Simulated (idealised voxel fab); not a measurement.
Process module in this document: voxel capacitor over wiring
The figure presents cross-section cut, which has a width of 160 nm and is divided into square cells with an edge length of 5 nm.
A cross-section in this document is a grid of square cells, and it is written down as bands, the top band listed before the ones below it; a band is made up of one or more rows of cells. Quick guide to a band line: top height, bottom height (nm) up front; then every material left to right with its width in nm. Only one material and it's marked "full width"? Then it fills the band edge to edge. And "blank" just means empty space. All heights in this document are referenced to 0, defined as the level beneath which the wafer, as received, consists entirely of one material. The lowest band is not bounded below; it extends indefinitely downward and is written in the form "top 0, no bottom". Quick explanation for "30->40": the width changes in equal steps down the rows of cells, from the first number in the band's top row to the second number in its bottom row. Given "stayed the same" for a step, no cell of the cross-section differs between before and after that step. In "Enclosed void catalog" the enclosed voids are listed, meaning empty spaces of 8 cells or larger without any opening to the top. The form is width x height at distance, distance from the left edge, units nm. Whatever follows a step's settings on its line is a remark the simulator itself makes about that step. The line of a step may include "overlay nm". On a step with a mask, this value is how far to the right of its planned place the mask lay. A negative value means the mask lay to the left.
-- List of planned process steps
1. RECEIVE (material Si)
2. CONFORMAL_DEP (material SiO2; thk nm 15)
3. DIRECTIONAL_DEP (material TiN; thk nm 5)
4. DIRECTIONAL_DEP (material W; thk nm 20)
5. DIRECTIONAL_DEP (material aC; thk nm 15)
6. PATTERN (tone cover; mask id METAL_1; material resist; width nm 30; pitch nm 95; thk nm 30; overlay nm 0)
7. DIRECTIONAL_ETCH (etch materials aC; depth nm 15)
8. STRIP (etch materials resist)
9. DIRECTIONAL_ETCH (etch materials W; depth nm 20)
10. DIRECTIONAL_ETCH (etch materials TiN; depth nm 5)
11. STRIP (etch materials aC)
12. FILL_DEP (material lowk; thk nm 10)
13. CMP (height nm 40)
14. CONFORMAL_DEP (material SiCN; thk nm 5)
15. DIRECTIONAL_DEP (material SiO2; thk nm 20)
16. PATTERN (tone open; mask id PLUG_1; material resist; width nm 15; thk nm 15; overlay nm 0)
17. DIRECTIONAL_ETCH (etch materials SiO2; depth nm 20)
18. DIRECTIONAL_ETCH (etch materials SiCN; depth nm 5)
19. STRIP (etch materials resist)
20. CONFORMAL_DEP (material TiN; thk nm 5)
21. FILL_DEP (material Cu; thk nm 10)
22. CMP (height nm 65)
23. DIRECTIONAL_DEP (material TiN; thk nm 10)
24. DIRECTIONAL_DEP (material SiN; thk nm 5)
25. DIRECTIONAL_DEP (material TiN; thk nm 5)
26. PATTERN (tone cover; mask id UPPER_PLATE; material resist; width nm 70; thk nm 15; overlay nm 0)
27. DIRECTIONAL_ETCH (etch materials TiN; depth nm 5)
28. DIRECTIONAL_ETCH (etch materials SiN; depth nm 5)
29. STRIP (etch materials resist)
30. PATTERN (tone cover; mask id LOWER_PLATE; material resist; width nm 80; thk nm 15; overlay nm 0)
31. DIRECTIONAL_ETCH (etch materials TiN; depth nm 10)
32. STRIP (etch materials resist)
33. FILL_DEP (material SiO2; thk nm 20)
34. CMP (height nm 100)
35. MASKED_ETCH (tone open; mask id PLUG_2; width nm 15; etch materials SiO2; depth nm 15; overlay nm 0)
36. CONFORMAL_DEP (material TiN; thk nm 5)
37. FILL_DEP (material Ru; thk nm 10)
38. CMP (height nm 100)
39. CONFORMAL_DEP (material SiCN; thk nm 5)
-- Shown in cross-section is the wafer as received, that is, as it stands after step 1
top 0, no bottom | Si full width
Enclosed void catalog: none
-- Starting wafer: above. Plan: above. Run: one mistake. Cross-section after the module: below
top 105, bottom 100 | SiCN full width
top 100, bottom 90 | 40 of SiO2  5 of TiN  5 of Ru  5 of TiN  105 of SiO2
top 90, bottom 80 | 40->30 of SiO2  15->70 of TiN  105->60 of SiO2
top 80, bottom 75 | 30 of SiO2  70 of SiN  60 of SiO2
top 75, bottom 65 | 25 of SiO2  80 of TiN  55 of SiO2
top 65, bottom 45 | 30 of SiO2  5 of TiN  5 of Cu  5 of TiN  115 of SiO2
top 45, bottom 40 | 30 of SiCN  15 of TiN  115 of SiCN
top 40, bottom 20 | 15 of W  30 of lowk  65 of W  30 of lowk  20 of W
top 20, bottom 15 | 15 of TiN  30 of lowk  65 of TiN  30 of lowk  20 of TiN
top 15, bottom 0 | SiO2 full width
top 0, no bottom | Si full width
Enclosed void catalog: none
What was done differently from what was planned? rather than as planned, step 6 actually ran as PATTERN (tone open; mask id METAL_1; material resist; width nm 30; pitch nm 95; thk nm 30; overlay nm 0)
